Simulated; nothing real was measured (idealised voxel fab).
The process module that follows is named voxel double patterning.
cross-section cut | 175 nm wide | cells 5 nm
When this document writes out a cross-section, it uses a grid of square cells and lists it as bands, beginning at the top and moving down, with a band standing for one or more rows of cells.
Heights first: top, then bottom, in nm. Then materials, left to right, each with a width in nm. "throughout" on a single material: fills the band edge to edge. "blank": empty space.
Heights are expressed relative to 0, this being the level below which the as-received wafer comprises one material exclusively. The lowest band is unbounded in the downward direction and is denoted as in "0 -> down".
A width given as "30->40" starts at the first number in the band's top row and ends at the second number in its bottom row, shifting by an equal amount at every step from row to row.
"no alteration" (step): cross-section cells unchanged, all of them.
The list in "Closed internal cavities" covers empty spaces of 8 cells or more that cannot reach the top through any open way, and it gives each as width x height at distance; the distance is from the left edge, and width, height and distance are in nm.
Step line, after settings: the simulator's comment on this step.
overlay nm: right-of-plan distance of the mask on a masked step; negative values mean left-of-plan.

These are the steps we planned for the process:
step 1: op RECEIVE | material Si
step 2: op CONFORMAL_DEP | material SiO2 | thk nm 10
step 3: op DIRECTIONAL_DEP | material TiN | thk nm 20
step 4: op DIRECTIONAL_DEP | material SiCN | thk nm 5
step 5: op PATTERN | tone open | mask id FIRST | material resist | width nm 15 | pitch nm 50 | thk nm 15 | overlay nm 0
step 6: op DIRECTIONAL_ETCH | etch materials SiCN | depth nm 5
step 7: op STRIP | etch materials resist
step 8: op PATTERN | tone open | mask id SECOND | material resist | width nm 15 | thk nm 15 | overlay nm -15
step 9: op DIRECTIONAL_ETCH | etch materials SiCN | depth nm 5
step 10: op STRIP | etch materials resist
step 11: op DIRECTIONAL_ETCH | etch materials TiN | depth nm 20
step 12: op STRIP | etch materials SiCN
For this document, wafers share an identical start and vary in the step 8 overlay nm; the plan quotes the first wafer's value.

The first of several wafers as received, shown in cross-section; this is its state after step 1:
- 0 -> down  Si throughout
- Closed internal cavities: none

Row per wafer, end-of-module: cell gain (+)/loss (-) by material since the wafer came in, then closed voids:
overlay nm -15, +70 SiO2, +108 TiN, Closed internal cavities: none
overlay nm -10, +70 SiO2, +104 TiN, Closed internal cavities: none
overlay nm -5, +70 SiO2, +104 TiN, Closed internal cavities: none
overlay nm 0, +70 SiO2, +104 TiN, Closed internal cavities: none
overlay nm 5, +70 SiO2, +104 TiN, Closed internal cavities: none
overlay nm 10, +70 SiO2, +104 TiN, Closed internal cavities: none
overlay nm 15, +70 SiO2, +108 TiN, Closed internal cavities: none
